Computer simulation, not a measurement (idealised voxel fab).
Process module heading - voxel lift off
This is section cut - it's 175 nm across, gridded in 5 nm square cells.
Cross-sections here: square-cell grids, written as top-down lists of bands, a band being one or more rows of cells. A band entry consists of two parts. The first gives the height of the band's top and the height of its bottom, in nm. The rest lists the band's materials from left to right, each with its width in nm. A single material labelled with the word "all across" fills the band from edge to edge, and the word "blank" marks empty space. Heights are expressed relative to 0, this being the level below which the as-received wafer comprises one material exclusively. The lowest band is unbounded in the downward direction and is denoted as in "from 0 down". A two-number width, for instance "30 to 40", indicates that the width is equal to the first number in the top row of the band and to the second number in the bottom row, and that it changes by a constant amount per row of cells. What does "nothing altered" mean for a step? It means no cell of the cross-section changed in that step. "Closed void catalog": sealed empty spaces, 8 cells or more, no open way to top, listed width x height at distance, with distance from the left edge and width, height and distance in nm. On each step's line, the part that comes after the settings is the simulator's own comment on the step. "overlay nm" answers the question of how far to the right of plan the mask lay on a step that has a mask, and when it is negative the answer is to the left.
## List of planned process steps
1) RECEIVE with material Si
2) CONFORMAL_DEP with material SiN, thk nm 10
3) PATTERN with tone open, mask id LINES, material resist, width nm 15, pitch nm 45, thk nm 20, overlay nm 0
4) DIRECTIONAL_DEP with material Ru, thk nm 10
5) STRIP with etch materials resist
6) CONFORMAL_DEP with material SiN, thk nm 5
## What follows covers the first of two wafers; it ran as planned
## Step 1 complete: cross-section of the wafer as received
* from 0 down  Si all across
* Closed void catalog: none
## Cross-section through the wafer, step 2 finished
* from 10 to 0  SiN all across
* Everything below 0 is unchanged.
## Cross-section through the wafer, step 3 finished
* from 30 to 10  35 resist, 15 blank, 30 resist, 15 blank, 30 resist, 15 blank, 35 resist
* Everything below 10 is unchanged.
## Cross-section through the wafer, step 4 finished
* from 40 to 30  35 Ru, 15 blank, 30 Ru, 15 blank, 30 Ru, 15 blank, 35 Ru
* from 30 to 20  35 resist, 15 blank, 30 resist, 15 blank, 30 resist, 15 blank, 35 resist
* from 20 to 10  35 resist, 15 Ru, 30 resist, 15 Ru, 30 resist, 15 Ru, 35 resist
* Everything below 10 is unchanged.
## Cross-section through the wafer, step 5 finished
* from 20 to 10  35 blank, 15 Ru, 30 blank, 15 Ru, 30 blank, 15 Ru, 35 blank
* Everything below 10 is unchanged.
## Cross-section through the wafer, step 6 finished
* from 25 to 20  30 blank, 25 SiN, 20 blank, 25 SiN, 20 blank, 25 SiN, 30 blank
* from 20 to 15  30 blank, 5 SiN, 15 Ru, 5 SiN, 20 blank, 5 SiN, 15 Ru, 5 SiN, 20 blank, 5 SiN, 15 Ru, 5 SiN, 30 blank
* from 15 to 10  35 SiN, 15 Ru, 30 SiN, 15 Ru, 30 SiN, 15 Ru, 35 SiN
* Everything below 10 is unchanged.
## Wafer two of two - same starting point, same process plan, one mistake in execution; matches wafer one up to and including step 2
## The second wafer cut through, at the time step 3 was supposed to be finished
* from 30 to 10  35 resist, 20 blank, 25 resist, 20 blank, 25 resist, 20 blank, 30 resist
* Everything below 10 is unchanged.
## The second wafer cut through, at the time step 4 was supposed to be finished
* from 40 to 30  35 Ru, 20 blank, 25 Ru, 20 blank, 25 Ru, 20 blank, 30 Ru
* from 30 to 20  35 resist, 20 blank, 25 resist, 20 blank, 25 resist, 20 blank, 30 resist
* from 20 to 10  35 resist, 20 Ru, 25 resist, 20 Ru, 25 resist, 20 Ru, 30 resist
* Everything below 10 is unchanged.
## The second wafer cut through, at the time step 5 was supposed to be finished
* from 20 to 10  35 blank, 20 Ru, 25 blank, 20 Ru, 25 blank, 20 Ru, 30 blank
* Everything below 10 is unchanged.
## The second wafer cut through, at the time step 6 was supposed to be finished
* from 25 to 20  30 blank, 30 SiN, 15 blank, 30 SiN, 15 blank, 30 SiN, 25 blank
* from 20 to 15  30 blank, 5 SiN, 20 Ru, 5 SiN, 15 blank, 5 SiN, 20 Ru, 5 SiN, 15 blank, 5 SiN, 20 Ru, 5 SiN, 25 blank
* from 15 to 10  35 SiN, 20 Ru, 25 SiN, 20 Ru, 25 SiN, 20 Ru, 30 SiN
* Everything below 10 is unchanged.
Short version of what went wrong: heads up, step 3 didn't go per plan, it actually ran as PATTERN with tone open, mask id LINES, material resist, width nm 20, pitch nm 45, thk nm 20, overlay nm 0
Upon completion, the second wafer contains, in terms of cells, a greater or smaller amount of certain materials than the first wafer: Ru +6
